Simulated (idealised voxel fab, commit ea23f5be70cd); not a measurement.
You're looking at the process module voxel released beams.
Xsec cut, 280 nm wide, square cell size 5 nm.
The cross-sections in this document take the form of a grid made of square cells. They are written out as bands, in order from top to bottom. Each band consists of one or more rows of cells. First you get the band's top height and its bottom height, in nm, and then the materials it's made of, left to right, with each width in nm. If you see a single material with "throughout", that one covers the band edge to edge. "empty" is empty space. A quick word on heights: they are counted from 0, and under that level the wafer as it came to us is one material throughout. The lowest band is different from the rest in having no bottom; it simply continues downward, written as in "0..down". It should be noted that a width expressed as "30..40" varies in equal increments from row to row of cells within the band, taking the value of the first number at the top row and that of the second number at the bottom row. Where a step carries "no modifications", the cross-section came out of it unchanged, cell for cell. Empty spaces without an open route to the top, at least 8 cells in extent, make up the entry "Closed internal cavities"; each is given as width x height at distance, where the distance is measured from the left edge, and all are in nm. Text after the settings on a step's line: the simulator's own remark on that step. For masked steps, "overlay nm" on the step line gives how far right of plan the mask actually lay; a minus sign means it lay to the left.

**So here's the lineup of process steps we planned**
- 1: RECEIVE: material Si
- 2: CONFORMAL_DEP: material Al2O3, thk nm 10
- 3: DIRECTIONAL_DEP: material SiO2, thk nm 20
- 4: PATTERN: tone open, mask id ANCHOR, material resist, width nm 25, thk nm 20, overlay nm 0
- 5: DIRECTIONAL_ETCH: etch materials SiO2, depth nm 20
- 6: STRIP: etch materials resist
- 7: CONFORMAL_DEP: material SiN, thk nm 10
- 8: DIRECTIONAL_DEP: material aC, thk nm 10
- 9: PATTERN: tone cover, mask id BEAM, material resist, width nm 70, thk nm 30, overlay nm 0
- 10: DIRECTIONAL_ETCH: etch materials aC, depth nm 10
- 11: STRIP: etch materials resist
- 12: DIRECTIONAL_ETCH: etch materials SiN, depth nm 10
- 13: STRIP: etch materials aC
- 14: STRIP: etch materials SiO2

**Here's what the wafer looked like in cross-section when it arrived - that's after step 1**
> 0..down = Si throughout
> Closed internal cavities: none

**Look at the cross-section after the module: the wafer started out the way shown above and the plan was the one shown above, yet one mistake was made along the way**
> 40..30 = 90 of empty / 25 of SiN / 5 of empty / 40 of SiN / 120 of empty
> 30..20 = 105 of empty / 10 of SiN / 5 of empty / 10 of SiN / 150 of empty
> 20..10 = 105 of empty / 25 of SiN / 150 of empty
> 10..0 = Al2O3 throughout
> 0..down = Si throughout
> Closed internal cavities: none
Error vs. plan: step 9 did not happen as planned, as run it was PATTERN: tone cover, mask id BEAM, material resist, width nm 70, thk nm 30, overlay nm -10
